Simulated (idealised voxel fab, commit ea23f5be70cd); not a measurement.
Herein follows the process module entitled voxel plated lines.
The cross-section on display is named cut; it measures 260 nm wide, and its cells are 5 nm squares.
A cross-section in this document is a grid of square cells, and it is written down as bands, the top band listed before the ones below it; a band is made up of one or more rows of cells.
Heights first: top, then bottom, in nm. Then materials, left to right, each with a width in nm. "full width" on a single material: fills the band edge to edge. "blank": empty space.
Convention: height 0 is the level below which the wafer, as received, is all one material. The lowest band does not terminate at the bottom but continues downward, represented as "0 nm and below".
Quick explanation for "30->40": the width changes in equal steps down the rows of cells, from the first number in the band's top row to the second number in its bottom row.
Given "remained unchanged" for a step, no cell of the cross-section differs between before and after that step.
"Closed void register" lists enclosed empty spaces (at least 8 cells, no open path upward to the top), each as width x height at distance from the left edge, in nm.
Where a step's line continues beyond its settings, the continuation is a remark by the simulator itself on that step.
overlay nm: where the mask lay relative to plan, measured to the right, on steps with a mask; negatives go left.
# Planned process steps
step 1: RECEIVE [material Si]
step 2: CONFORMAL_DEP [material SiN] [thk nm 15]
step 3: DIRECTIONAL_DEP [material TiN] [thk nm 5]
step 4: PATTERN [tone open] [mask id LINES] [material resist] [width nm 15] [pitch nm 30] [thk nm 15] [overlay nm 0]
step 5: EPI [material Ru] [thk nm 10]
step 6: STRIP [etch materials resist]
step 7: DIRECTIONAL_ETCH [etch materials TiN] [depth nm 5]
step 8: CONFORMAL_DEP [material SiCN] [thk nm 10]
# Shown in cross-section is the wafer as received, that is, as it stands after step 1
> 0 nm and below = Si full width
> Closed void register: none
# Wafer at module end, in section. Began as above, planned as above, run with one mistake
> 30 nm to 20 nm = SiCN full width
> 20 nm to 5 nm = SiN full width
> 5 nm to 0 nm = TiN full width
> 0 nm and below = Si full width
> Closed void register: none
Deviation from plan: plan steps 2 and 3 run swapped
